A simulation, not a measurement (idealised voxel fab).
You're looking at the process module voxel released beams.
It is cross-section cut that appears here, measuring 145 nm in width, its square cells being 5 nm in size.
Notation: cross-section as square-cell grid; stated in bands, top first, going down; one or more cell rows per band.
Band entry format. Leading values: height of top, height of bottom, nm. Remainder: materials in left-to-right order, each with its width in nm. Special words: "all across" on a single material, which then fills the band edge to edge; "empty", empty space.
Height 0 is the level under which the wafer as received is all one material. The lowest band goes on downwards, as in "0 and below".
A width given as "30..40" starts at the first number in the band's top row and ends at the second number in its bottom row, shifting by an equal amount at every step from row to row.
Step note "same as before" = no cross-section cell changed.
Sealed void inventory: empty space of 8 cells or more with no open way to the top, each as width x height at its distance from the left edge, in nm
On each step's line, the part that comes after the settings is the simulator's own comment on the step.
You can add "overlay nm" to a step's line. For a step with a mask, it describes how far the mask lay to the right of its planned position, and a negative number describes a lay to the left.
**Planned process steps**
- 1: RECEIVE (material Si)
- 2: CONFORMAL_DEP (material Al2O3; thk nm 5)
- 3: DIRECTIONAL_DEP (material SiO2; thk nm 15)
- 4: DIRECTIONAL_DEP (material aC; thk nm 10)
- 5: PATTERN (tone open; mask id ANCHOR; material resist; width nm 30; thk nm 30; overlay nm 0)
- 6: DIRECTIONAL_ETCH (etch materials aC; depth nm 10)
- 7: STRIP (etch materials resist)
- 8: DIRECTIONAL_ETCH (etch materials SiO2; depth nm 15)
- 9: STRIP (etch materials aC)
- 10: CONFORMAL_DEP (material SiN; thk nm 10)
- 11: DIRECTIONAL_DEP (material aC; thk nm 15)
- 12: PATTERN (tone cover; mask id BEAM; material resist; width nm 90; thk nm 35; overlay nm 0)
- 13: DIRECTIONAL_ETCH (etch materials aC; depth nm 15)
- 14: STRIP (etch materials resist)
- 15: DIRECTIONAL_ETCH (etch materials SiN; depth nm 10)
- 16: STRIP (etch materials aC)
- 17: STRIP (etch materials SiO2)
**Here's what the wafer looked like in cross-section when it arrived - that's after step 1**
- 0 and below | Si all across
- Sealed void inventory: none
**End state of the module in cross-section, given the above starting point and plan and one mistake in execution**
- 30 down to 20 | empty 25 nm, then SiN 45 nm, then empty 75 nm
- 20 down to 15 | empty 20 nm, then SiN 10 nm, then SiO2 30 nm, then SiN 10 nm, then empty 75 nm
- 15 down to 5 | empty 20 nm, then SiN 10 nm, then SiO2 30 nm, then SiN 55 nm, then empty 30 nm
- 5 down to 0 | Al2O3 all across
- 0 and below | Si all across
- Sealed void inventory: none
Which mistake was made when the wafer was run? step 5 ran with different settings than intended, the actual operation and settings being PATTERN (tone cover; mask id ANCHOR; material resist; width nm 30; thk nm 30; overlay nm 0)
